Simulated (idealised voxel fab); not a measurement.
Module name: voxel capacitor over wiring (process module)
Each square cell in cross-section cut measures 5 nm, and the section as a whole is 290 nm wide.
In this document a cross-section is written as a grid of square cells. It is given as a series of bands, listed from the top down, and a band is one or more rows of cells.
For a band, the entry starts with two heights in nm, that of the top and then that of the bottom, and carries on with the band's materials in order from left to right, each alongside its width in nm; the word "everywhere" beside a single material means it fills the band edge to edge, and "empty" means empty space.
A quick word on heights: they are counted from 0, and under that level the wafer as it came to us is one material throughout. The lowest band is different from the rest in having no bottom; it simply continues downward, written as in "from 0 down".
Note: "30->40" means the width goes from the first number (top row of the band) to the second number (bottom row) in equal steps per row of cells.
"no alterations made" for a step: no cell of the cross-section changed in that step.
Empty spaces without an open route to the top, at least 8 cells in extent, make up the entry "Fully enclosed voids"; each is given as width x height at distance, where the distance is measured from the left edge, and all are in nm.
If you see something after the settings on a step's line, that's the simulator's own remark about that step.
"overlay nm" on a masked step: distance the mask lay right of its planned place, negative for left.
Intended process steps:
1. RECEIVE | material Si
2. CONFORMAL_DEP | material SiO2 | thk nm 15
3. DIRECTIONAL_DEP | material TiN | thk nm 5
4. DIRECTIONAL_DEP | material W | thk nm 25
5. DIRECTIONAL_DEP | material aC | thk nm 15
6. PATTERN | tone cover | mask id METAL_1 | material resist | width nm 30 | pitch nm 90 | thk nm 30 | overlay nm 0
7. DIRECTIONAL_ETCH | etch materials aC | depth nm 15
8. STRIP | etch materials resist
9. DIRECTIONAL_ETCH | etch materials W | depth nm 25
10. DIRECTIONAL_ETCH | etch materials TiN | depth nm 5
11. STRIP | etch materials aC
12. FILL_DEP | material SiO2 | thk nm 5
13. CMP | height nm 45
14. CONFORMAL_DEP | material SiCN | thk nm 5
15. DIRECTIONAL_DEP | material lowk | thk nm 20
16. MASKED_ETCH | tone open | mask id PLUG_1 | width nm 15 | etch materials lowk | depth nm 20 | overlay nm 0
17. MASKED_ETCH | tone open | mask id PLUG_1 | width nm 15 | etch materials SiCN | depth nm 5 | overlay nm 0
18. CONFORMAL_DEP | material TiN | thk nm 5
19. FILL_DEP | material W | thk nm 10
20. CMP | height nm 70
21. DIRECTIONAL_DEP | material TiN | thk nm 10
22. DIRECTIONAL_DEP | material Al2O3 | thk nm 5
23. DIRECTIONAL_DEP | material TiN | thk nm 10
24. DIRECTIONAL_DEP | material aC | thk nm 15
25. PATTERN | tone cover | mask id UPPER_PLATE | material resist | width nm 65 | thk nm 35 | overlay nm 0
26. DIRECTIONAL_ETCH | etch materials aC | depth nm 15
27. STRIP | etch materials resist
28. DIRECTIONAL_ETCH | etch materials TiN | depth nm 10
29. DIRECTIONAL_ETCH | etch materials Al2O3 | depth nm 5
30. STRIP | etch materials aC
31. PATTERN | tone cover | mask id LOWER_PLATE | material resist | width nm 75 | thk nm 15 | overlay nm 0
32. DIRECTIONAL_ETCH | etch materials TiN | depth nm 10
33. STRIP | etch materials resist
34. FILL_DEP | material SiO2 | thk nm 15
35. CMP | height nm 105
36. MASKED_ETCH | tone open | mask id PLUG_2 | width nm 15 | etch materials SiO2 | depth nm 10 | overlay nm 0
37. CONFORMAL_DEP | material TiN | thk nm 5
38. FILL_DEP | material Cu | thk nm 5
39. CMP | height nm 105
40. CONFORMAL_DEP | material SiCN | thk nm 5
Wafer cross-section on receipt, i.e. after step 1:
* from 0 down | Si everywhere
* Fully enclosed voids: none
Cross-section: first of two wafers, module finished, run according to plan:
* from 110 to 105 | SiCN everywhere
* from 105 to 100 | 110 nm SiO2; 5 nm TiN; 5 nm Cu; 5 nm TiN; 165 nm SiO2
* from 100 to 95 | 110 nm SiO2; 15 nm TiN; 165 nm SiO2
* from 95 to 85 | 100 nm SiO2; 65 nm TiN; 125 nm SiO2
* from 85 to 80 | 100 nm SiO2; 65 nm Al2O3; 125 nm SiO2
* from 80 to 70 | 95 nm SiO2; 75 nm TiN; 120 nm SiO2
* from 70 to 50 | 100 nm lowk; 5 nm TiN; 5 nm W; 5 nm TiN; 175 nm lowk
* from 50 to 45 | 100 nm SiCN; 15 nm TiN; 175 nm SiCN
* from 45 to 20 | 85 nm SiO2; 30 nm W; 60 nm SiO2; 30 nm W; 85 nm SiO2
* from 20 to 15 | 85 nm SiO2; 30 nm TiN; 60 nm SiO2; 30 nm TiN; 85 nm SiO2
* from 15 to 0 | SiO2 everywhere
* from 0 down | Si everywhere
* Fully enclosed voids: none
Wafer two, sectioned after the module: the first wafer's start, the first wafer's plan, and one mistake in how it was run:
* from 110 to 105 | SiCN everywhere
* from 105 to 100 | 110 nm SiO2; 5 nm TiN; 5 nm Cu; 5 nm TiN; 165 nm SiO2
* from 100 to 95 | 110 nm SiO2; 15 nm TiN; 165 nm SiO2
* from 95 to 85 | 100 nm SiO2; 65 nm TiN; 125 nm SiO2
* from 85 to 80 | 100 nm SiO2; 65 nm Al2O3; 125 nm SiO2
* from 80 to 70 | 95 nm SiO2; 75 nm TiN; 120 nm SiO2
* from 70 to 55 | 95 nm lowk; 5 nm TiN; 15 nm W; 5 nm TiN; 170 nm lowk
* from 55 to 50 | 95 nm lowk; 10 nm TiN; 5 nm W; 10 nm TiN; 170 nm lowk
* from 50 to 45 | 100 nm SiCN; 15 nm TiN; 175 nm SiCN
* from 45 to 20 | 85 nm SiO2; 30 nm W; 60 nm SiO2; 30 nm W; 85 nm SiO2
* from 20 to 15 | 85 nm SiO2; 30 nm TiN; 60 nm SiO2; 30 nm TiN; 85 nm SiO2
* from 15 to 0 | SiO2 everywhere
* from 0 down | Si everywhere
* Fully enclosed voids: none
Here's what went sideways: step 16 ran differently from the plan; actual operation with settings: MASKED_ETCH | tone open | mask id PLUG_1 | width nm 25 | etch materials lowk | depth nm 20 | overlay nm 0
Wafer comparison, final, in cells, second relative to first, materials more or fewer: TiN: 2 more | W: 6 more | lowk: 8 fewer
